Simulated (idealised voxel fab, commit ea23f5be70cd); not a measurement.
Process module under the name voxel air gaps
Cross-section cut spans 220 nm and uses square cells 5 nm in size.
Just so we're on the same page, the cross-sections are grids of square cells, and they're listed out in bands top to bottom, each band one or more rows deep.
Basically the band line says how high the top is and how high the bottom is, in nm, and then what's in it from left to right, every material with its width in nm. Empty space shows up as "air", and if a single material carries "full width" it runs the full band edge to edge.
A quick word on heights: they are counted from 0, and under that level the wafer as it came to us is one material throughout. The lowest band is different from the rest in having no bottom; it simply continues downward, written as in "z 0 and below".
Width: "30 to 40" (first number = top row, second number = bottom row, same change from row to row of cells).
What does "nothing changed" mean for a step? It means no cell of the cross-section changed in that step.
Closed empty spaces (no open way to the top) of 8 cells or more are what "Non-vented voids" lists, each as width x height at distance from the left edge, nm for all three.
What comes after the settings on a step's line is commentary from the simulator itself on that step.
overlay nm: mask offset rightward from planned place, masked step; negative means leftward offset.

Steps planned for the process:
- 1: RECEIVE (material Si)
- 2: CONFORMAL_DEP (material SiO2; thk nm 10)
- 3: CONFORMAL_DEP (material SiN; thk nm 5)
- 4: DIRECTIONAL_DEP (material SiO2; thk nm 40)
- 5: MASKED_ETCH (tone open; mask id LINES; width nm 15; pitch nm 40; etch materials SiO2; depth nm 40; overlay nm 0)
- 6: CONFORMAL_DEP (material TiN; thk nm 5)
- 7: FILL_DEP (material Ru; thk nm 5)
- 8: CMP (height nm 55)
- 9: EPI (material Ru; thk nm 10)
- 10: SELECTIVE_ETCH (etch materials SiO2; depth nm 50)
- 11: CONFORMAL_DEP (material SiCN; thk nm 5)

Cross-section of the incoming wafer, state after step 1:
- z 0 and below: Si full width
- Non-vented voids: none

Looking at the first of two wafers in cross-section at end of module - ran to plan:
- z 70 to 65: air 45; SiCN 125; air 50
- z 65 to 55: air 45; SiCN 5; Ru 35; SiCN 5; Ru 35; SiCN 5; Ru 35; SiCN 5; air 50
- z 55 to 50: air 45; SiCN 15; TiN 5; Ru 5; TiN 5; SiCN 25; TiN 5; Ru 5; TiN 5; SiCN 25; TiN 5; Ru 5; TiN 5; SiCN 15; air 50
- z 50 to 20: air 55; SiCN 5; TiN 5; Ru 5; TiN 5; SiCN 5; air 15; SiCN 5; TiN 5; Ru 5; TiN 5; SiCN 5; air 15; SiCN 5; TiN 5; Ru 5; TiN 5; SiCN 5; air 60
- z 20 to 15: SiCN 60; TiN 15; SiCN 25; TiN 15; SiCN 25; TiN 15; SiCN 65
- z 15 to 10: SiN full width
- z 10 to 0: SiO2 full width
- z 0 and below: Si full width
- Non-vented voids: 15 x 30 at 80; 15 x 30 at 120

Cross-section at end of module for the second wafer of two, which matched the first in starting point and plan and differed by one mistake in its processing:
- z 70 to 65: SiCN full width
- z 65 to 55: Ru full width
- z 55 to 50: TiN 65; Ru 5; TiN 35; Ru 5; TiN 35; Ru 5; TiN 70
- z 50 to 15: SiO2 60; TiN 5; Ru 5; TiN 5; SiO2 25; TiN 5; Ru 5; TiN 5; SiO2 25; TiN 5; Ru 5; TiN 5; SiO2 65
- z 15 to 10: SiO2 60; TiN 15; SiO2 25; TiN 15; SiO2 25; TiN 15; SiO2 65
- z 10 to 0: SiO2 full width
- z 0 and below: Si full width
- Non-vented voids: none
What broke from the plan during processing? plan step 3: skipped, not run
Wafer comparison, final, in cells, second relative to first, materials more or fewer: Ru +49 | SiCN -76 | SiN -44 | SiO2 +280 | TiN +41
The first wafer finishes with 2 closed voids, while the second finishes with 0.
